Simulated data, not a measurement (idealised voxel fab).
process module | voxel tone inversion
cross-section cut | 165 nm wide | cells 5 nm
A cross-section is a grid of square cells, given in bands from the top down. A band is one or more rows of cells.
Each band's line starts with the height of the band's top and of its bottom, in nm. Then come its materials from left to right, each with its width in nm. One material with "throughout" fills the band from edge to edge. "air" is empty space.
Height 0 is the level under which the wafer as received is all one material. The lowest band goes on downwards, as in "0 down".
A width such as "30 to 40" changes by the same amount from each row of cells to the next, from the band's top row to its bottom row.
"no change" after a step means that no cell of the cross-section changed.
closed voids: empty space of 8 cells or more with no open way to the top, each as width x height at its distance from the left edge, in nm
after a step's settings: what the simulator itself notes on the step
overlay nm, on a step with a mask: how far to the right of its planned place the mask lay; to the left if negative
plan
1 op RECEIVE | material Si
2 op CONFORMAL_DEP | material SiCN | thk nm 10
3 op DIRECTIONAL_DEP | material aC | thk nm 15
4 op PATTERN | tone cover | mask id POSTS | material resist | width nm 15 | pitch nm 40 | thk nm 25 | overlay nm 0
5 op DIRECTIONAL_ETCH | etch materials aC | depth nm 15
6 op STRIP | etch materials resist
7 op FILL_DEP | material lowk | thk nm 10
8 op CMP | height nm 25
9 op STRIP | etch materials aC
as received, after step 1
  0 down: Si throughout
  closed voids: none
a wafer at the end: this start, this plan, one mistake
  15 to 10: lowk 55 | air 15 | lowk 25 | air 15 | lowk 55
  10 to 0: SiCN throughout
  0 down: Si throughout
  closed voids: none
what went wrong: step 8 ran as: op CMP | height nm 15
